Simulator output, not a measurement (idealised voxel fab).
process module | voxel spacer lines
cross-section cut | 145 nm wide | cells 5 nm
A cross-section is a grid of square cells, given in bands from the top down. A band is one or more rows of cells.
Each band's line starts with the height of the band's top and of its bottom, in nm. Then come its materials from left to right, each with its width in nm. One material with "throughout" fills the band from edge to edge. "air" is empty space.
Height 0 is the level under which the wafer as received is all one material. The lowest band goes on downwards, as in "0 down".
A width such as "30 to 40" changes by the same amount from each row of cells to the next, from the band's top row to its bottom row.
"no change" after a step means that no cell of the cross-section changed.
closed voids: empty space of 8 cells or more with no open way to the top, each as width x height at its distance from the left edge, in nm
after a step's settings: what the simulator itself notes on the step
overlay nm, on a step with a mask: how far to the right of its planned place the mask lay; to the left if negative
plan
1 op RECEIVE | material Si
2 op CONFORMAL_DEP | material Al2O3 | thk nm 5
3 op DIRECTIONAL_DEP | material W | thk nm 15
4 op DIRECTIONAL_DEP | material polySi | thk nm 20
5 op PATTERN | tone cover | mask id MANDREL | material resist | width nm 15 | pitch nm 50 | thk nm 30 | overlay nm 0
6 op DIRECTIONAL_ETCH | etch materials polySi | depth nm 20
7 op STRIP | etch materials resist
8 op CONFORMAL_DEP | material SiN | thk nm 10
9 op DIRECTIONAL_ETCH | etch materials SiN | depth nm 10
10 op STRIP | etch materials polySi
11 op DIRECTIONAL_ETCH | etch materials W | depth nm 15
12 op STRIP | etch materials SiN
13 op FILL_DEP | material SiO2 | thk nm 5
14 op CMP | height nm 20
first wafer, as planned
as received, after step 1
  0 down: Si throughout
  closed voids: none
after step 2
  5 to 0: Al2O3 throughout
  below 0: unchanged
after step 3
  20 to 5: W throughout
  below 5: unchanged
after step 4
  40 to 20: polySi throughout
  below 20: unchanged
after step 5
  70 to 40: air 40 | resist 15 | air 35 | resist 15 | air 40
  below 40: unchanged
after step 6
  70 to 40: air 40 | resist 15 | air 35 | resist 15 | air 40
  40 to 20: air 40 | polySi 15 | air 35 | polySi 15 | air 40
  below 20: unchanged
after step 7
  40 to 20: air 40 | polySi 15 | air 35 | polySi 15 | air 40
  below 20: unchanged
after step 8
  50 to 40: air 30 | SiN 35 | air 15 | SiN 35 | air 30
  40 to 30: air 30 | SiN 10 | polySi 15 | SiN 10 | air 15 | SiN 10 | polySi 15 | SiN 10 | air 30
  30 to 20: SiN 40 | polySi 15 | SiN 35 | polySi 15 | SiN 40
  below 20: unchanged
after step 9
  40 to 20: air 30 | SiN 10 | polySi 15 | SiN 10 | air 15 | SiN 10 | polySi 15 | SiN 10 | air 30
  below 20: unchanged
after step 10
  40 to 20: air 30 | SiN 10 | air 15 | SiN 10 | air 15 | SiN 10 | air 15 | SiN 10 | air 30
  below 20: unchanged
after step 11
  40 to 20: air 30 | SiN 10 | air 15 | SiN 10 | air 15 | SiN 10 | air 15 | SiN 10 | air 30
  20 to 5: air 30 | W 10 | air 15 | W 10 | air 15 | W 10 | air 15 | W 10 | air 30
  below 5: unchanged
after step 12
  20 to 5: air 30 | W 10 | air 15 | W 10 | air 15 | W 10 | air 15 | W 10 | air 30
  below 5: unchanged
after step 13
  25 to 20: SiO2 throughout
  20 to 5: SiO2 30 | W 10 | SiO2 15 | W 10 | SiO2 15 | W 10 | SiO2 15 | W 10 | SiO2 30
  below 5: unchanged
after step 14
  20 to 5: SiO2 30 | W 10 | SiO2 15 | W 10 | SiO2 15 | W 10 | SiO2 15 | W 10 | SiO2 30
  below 5: unchanged
second wafer: like start, like plan, one mistake. Through step 1 it matches the first wafer
when step 2 should have ended
  15 to 0: W throughout
  below 0: unchanged
when step 3 should have ended
  20 to 15: Al2O3 throughout
  below 15: unchanged
when step 4 should have ended
  40 to 20: polySi throughout
  below 20: unchanged
when step 5 should have ended
  70 to 40: air 40 | resist 15 | air 35 | resist 15 | air 40
  below 40: unchanged
when step 6 should have ended
  70 to 40: air 40 | resist 15 | air 35 | resist 15 | air 40
  40 to 20: air 40 | polySi 15 | air 35 | polySi 15 | air 40
  below 20: unchanged
when step 7 should have ended
  40 to 20: air 40 | polySi 15 | air 35 | polySi 15 | air 40
  below 20: unchanged
when step 8 should have ended
  50 to 40: air 30 | SiN 35 | air 15 | SiN 35 | air 30
  40 to 30: air 30 | SiN 10 | polySi 15 | SiN 10 | air 15 | SiN 10 | polySi 15 | SiN 10 | air 30
  30 to 20: SiN 40 | polySi 15 | SiN 35 | polySi 15 | SiN 40
  below 20: unchanged
when step 9 should have ended
  40 to 20: air 30 | SiN 10 | polySi 15 | SiN 10 | air 15 | SiN 10 | polySi 15 | SiN 10 | air 30
  below 20: unchanged
when step 10 should have ended
  40 to 20: air 30 | SiN 10 | air 15 | SiN 10 | air 15 | SiN 10 | air 15 | SiN 10 | air 30
  below 20: unchanged
when step 11 should have ended: no change
when step 12 should have ended
  20 to 15: Al2O3 throughout
  below 15: unchanged
when step 13 should have ended
  25 to 20: SiO2 throughout
  below 20: unchanged
when step 14 should have ended
  20 to 15: Al2O3 throughout
  below 15: unchanged
what went wrong: steps 2 and 3 were swapped
at the end the second wafer has, in cells: 63 fewer of SiO2 | 63 more of W
